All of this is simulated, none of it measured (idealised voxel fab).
process module | voxel self aligned contacts
cross-section cut | 265 nm wide | cells 5 nm
A cross-section is a grid of square cells, given in bands from the top down. A band is one or more rows of cells.
Each band's line starts with the height of the band's top and of its bottom, in nm. Then come its materials from left to right, each with its width in nm. One material with "throughout" fills the band from edge to edge. "air" is empty space.
Height 0 is the level under which the wafer as received is all one material. The lowest band goes on downwards, as in "0 down".
A width such as "30 to 40" changes by the same amount from each row of cells to the next, from the band's top row to its bottom row.
"no change" after a step means that no cell of the cross-section changed.
closed voids: empty space of 8 cells or more with no open way to the top, each as width x height at its distance from the left edge, in nm
after a step's settings: what the simulator itself notes on the step
overlay nm, on a step with a mask: how far to the right of its planned place the mask lay; to the left if negative
plan
1 op RECEIVE | material Si
2 op CONFORMAL_DEP | material SiO2 | thk nm 5
3 op DIRECTIONAL_DEP | material polySi | thk nm 30
4 op DIRECTIONAL_DEP | material SiN | thk nm 15
5 op DIRECTIONAL_DEP | material aC | thk nm 15
6 op PATTERN | tone cover | mask id GATE | material resist | width nm 15 | pitch nm 50 | thk nm 30 | overlay nm 0
7 op DIRECTIONAL_ETCH | etch materials aC | depth nm 15
8 op STRIP | etch materials resist
9 op DIRECTIONAL_ETCH | etch materials SiN | depth nm 15
10 op DIRECTIONAL_ETCH | etch materials polySi | depth nm 30
11 op STRIP | etch materials aC
12 op CONFORMAL_DEP | material SiN | thk nm 5
13 op DIRECTIONAL_ETCH | etch materials SiN | depth nm 5
14 op FILL_DEP | material SiO2 | thk nm 15
15 op CMP | height nm 55
16 op DIRECTIONAL_DEP | material aC | thk nm 10
17 op PATTERN | tone open | mask id CONTACT | material resist | width nm 35 | thk nm 30 | overlay nm 0
18 op DIRECTIONAL_ETCH | etch materials aC | depth nm 10
19 op STRIP | etch materials resist
20 op DIRECTIONAL_ETCH | etch materials SiO2 | depth nm 55
21 op STRIP | etch materials aC
22 op CONFORMAL_DEP | material TiN | thk nm 5
23 op FILL_DEP | material W | thk nm 5
24 op CMP | height nm 55
25 op CONFORMAL_DEP | material SiN | thk nm 5
varied across the wafers: width nm of step 6. The plan shows the first wafer's value. All wafers start alike
first wafer as received, after step 1
  0 down: Si throughout
  closed voids: none
each wafer at the end: cells of each material gained (+) or lost (-) since it was received, then its closed voids
width nm 15 | +107 SiN | +436 SiO2 | +27 TiN | +30 W | +36 polySi | closed voids: none
width nm 20 | +113 SiN | +428 SiO2 | +27 TiN | +20 W | +48 polySi | closed voids: none
width nm 25 | +119 SiN | +420 SiO2 | +27 TiN | +10 W | +60 polySi | closed voids: none
width nm 30 | +125 SiN | +412 SiO2 | +27 TiN | +72 polySi | closed voids: none
width nm 35 | +131 SiN | +404 SiO2 | +17 TiN | +84 polySi | closed voids: none
